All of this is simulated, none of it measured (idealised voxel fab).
voxel tone inversion: a process module
Cross-sectional view cut (width: 285 nm; square cell size: 5 nm).
Cross-section spec: square-cell grid; bands listed top down; each band is one or more rows. This entry defines a band. It first specifies the height of the band's top and the height of its bottom in nm, and then specifies the band's materials from left to right, stating each material with its width in nm. The word "everywhere" identifies a single material that fills the band from edge to edge, while the word "empty" identifies empty space. Heights are reckoned from 0. Under this level, the received wafer is all of one material. The bottommost band is open-ended downward, for example "0 and below". Read "30->40" as a graded width: first number on top, second number at the bottom, same change between each pair of neighbouring rows. Given "same as before" for a step, no cell of the cross-section differs between before and after that step. Voids not open to the top, 8 cells minimum: see "Sealed-off cavities". Written width x height at distance; distance is from the left edge; nm. Past the settings on a step's line: simulator remark, on that step. overlay nm: mask offset rightward from planned place, masked step; negative means leftward offset.

### The steps planned for the process are as follows
1 RECEIVE | material Si
2 CONFORMAL_DEP | material SiN | thk nm 10
3 DIRECTIONAL_DEP | material aC | thk nm 15
4 PATTERN | tone cover | mask id POSTS | material resist | width nm 20 | pitch nm 45 | thk nm 20 | overlay nm 0
5 DIRECTIONAL_ETCH | etch materials aC | depth nm 15
6 STRIP | etch materials resist
7 FILL_DEP | material SiO2 | thk nm 10
8 CMP | height nm 25
9 STRIP | etch materials aC

### Wafer at receipt (post step 1), cross-section
    0 and below  Si everywhere
    Sealed-off cavities: none

### The first of two wafers, cross-sectioned at the end of the module, with the run proceeding as planned
    25 down to 10  SiO2 110, empty 20, SiO2 25, empty 20, SiO2 110
    10 down to 0  SiN everywhere
    0 and below  Si everywhere
    Sealed-off cavities: none

### Second wafer cross-section at end of module - shared start and plan with the first, one mistake in the run
    25 down to 15  SiN everywhere
    15 down to 0  aC everywhere
    0 and below  Si everywhere
    Sealed-off cavities: none
What went wrong in running the wafer? the executed order of steps 2 and 3 is the reverse of that specified in the plan, each step having taken the other's position
Materials where the second wafer ends with more or fewer cells than the first: SiO2 -147 | aC +171
